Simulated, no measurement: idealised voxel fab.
The process module that follows is named voxel ribs on slabs.
205 nm wide, 5 nm square cells: that's cross-section cut.
We lay out every cross-section as a grid of square cells and spell it out in bands from the top down, where one band means one or more rows of cells. This entry defines a band. It first specifies the height of the band's top and the height of its bottom in nm, and then specifies the band's materials from left to right, stating each material with its width in nm. The word "edge to edge" identifies a single material that fills the band from edge to edge, while the word "blank" identifies empty space. The reference from which all heights are counted is 0, the level beneath which the as-received wafer is entirely one material; the lowest band, having no lower bound, proceeds downward and is written after the example "0 nm and below". When a width is written as two numbers, as in "30 to 40", the first number is the width in the top row of cells of the band and the second is the width in its bottom row, and the width changes by the same amount from each row to the next. Basically "nothing altered" means that step didn't change any cell in the cross-section. So "Enclosed cavities" is basically the list of trapped voids: any empty space of 8 cells or more that can't reach the top through an opening. They're written width x height at distance, the distance being from the left edge, and it's all nm. Text after the settings on a step's line: the simulator's own remark on that step. Steps that use a mask can have "overlay nm" on their line. It says how far the mask sat to the right of where it was meant to be. Negative means to the left.
List of planned process steps:
1 RECEIVE,material Si
2 DIRECTIONAL_DEP,material SiO2,thk nm 20
3 DIRECTIONAL_DEP,material SiN,thk nm 25
4 DIRECTIONAL_DEP,material aC,thk nm 10
5 PATTERN,tone cover,mask id RIB,material resist,width nm 20,thk nm 25,overlay nm 0
6 DIRECTIONAL_ETCH,etch materials aC,depth nm 10
7 STRIP,etch materials resist
8 DIRECTIONAL_ETCH,etch materials SiN,depth nm 15
9 STRIP,etch materials aC
10 MASKED_ETCH,tone cover,mask id SLAB,width nm 70,etch materials SiN,depth nm 10,overlay nm 0
11 FILL_DEP,material SiO2,thk nm 20
12 CMP,height nm 55
13 DIRECTIONAL_DEP,material TiN,thk nm 5
14 PATTERN,tone cover,mask id HEATER,material resist,width nm 30,thk nm 15,overlay nm 0
15 DIRECTIONAL_ETCH,etch materials TiN,depth nm 5
16 STRIP,etch materials resist
17 CONFORMAL_DEP,material SiN,thk nm 10
As received, after step 1:
  0 nm and below = Si edge to edge
  Enclosed cavities: none
Below is the wafer in cross-section after the module was completed. It began from the starting point shown above and followed the plan shown above, except that one mistake was made while running it:
  70 nm to 65 nm = blank=75  SiN=50  blank=80
  65 nm to 60 nm = SiN edge to edge
  60 nm to 55 nm = SiN=85  TiN=30  SiN=90
  55 nm to 45 nm = SiO2=65  SiN=70  SiO2=70
  45 nm to 20 nm = SiN edge to edge
  20 nm to 0 nm = SiO2 edge to edge
  0 nm and below = Si edge to edge
  Enclosed cavities: none
What was done differently from what was planned? execution of plan step 3 occurred twice
